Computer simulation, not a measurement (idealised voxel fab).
You're looking at the process module voxel trench capacitor.
Xsec cut, 210 nm wide, square cell size 5 nm.
Bands, listed from the top down, are how a cross-section gets written in this document; the cross-section itself is a grid of square cells, and a band is one or more rows of them. Top height, bottom height, nm. Materials left to right, width each, nm. Single material + "throughout" = fills band edge to edge. "blank" = empty. Heights are measured from 0, the level below which the as-received wafer is all one material; the lowest band has no bottom and continues downward, written as in "0 and below". Think of "30..40" as a width that walks from the first number to the second as you go down the band, top row to bottom row, taking equal-sized steps from row to row. "no alterations made" for a step: no cell of the cross-section changed in that step. Entry "Sealed-off cavities" = empty spaces >= 8 cells with no open way to the top; each as width x height at distance, distance from left edge, all nm. On each step's line, the part that comes after the settings is the simulator's own comment on the step. Each step line may optionally specify "overlay nm", which for a step with a mask gives the rightward distance between the mask's planned place and where it lay, a negative value indicating the leftward direction.

This section lists the process steps that were planned:
1,RECEIVE, material Si
2,CONFORMAL_DEP, material SiN, thk nm 10
3,DIRECTIONAL_DEP, material aC, thk nm 10
4,PATTERN, tone open, mask id TRENCH, material resist, width nm 15, pitch nm 30, thk nm 30, overlay nm 0
5,DIRECTIONAL_ETCH, etch materials aC, depth nm 10
6,STRIP, etch materials resist
7,DIRECTIONAL_ETCH, etch materials SiN, depth nm 5
8,DIRECTIONAL_ETCH, etch materials Si, depth nm 30
9,STRIP, etch materials aC
10,CONFORMAL_DEP, material SiO2, thk nm 5
11,FILL_DEP, material polySi, thk nm 10
12,CMP, height nm 10
Wafer-to-wafer difference: depth nm, step 7. Common start. Plan = first wafer's value.

As received, i.e. after step 1: cross-section through the first of several wafers:
  0 and below: Si throughout
  Sealed-off cavities: none

Here is how to read the rows: every wafer has a row, and it shows the wafer at the end of the module, giving for each material how many cells were gained (+) or lost (-) since the wafer was received, then listing its closed voids:
depth nm 5 | +75 SiN | +9 SiO2 | Sealed-off cavities: none
depth nm 10 | -54 Si | +66 SiN | +51 SiO2 | +21 polySi | Sealed-off cavities: none
depth nm 15 | -54 Si | +66 SiN | +51 SiO2 | +21 polySi | Sealed-off cavities: none
depth nm 20 | -54 Si | +66 SiN | +51 SiO2 | +21 polySi | Sealed-off cavities: none
depth nm 25 | -54 Si | +66 SiN | +51 SiO2 | +21 polySi | Sealed-off cavities: none
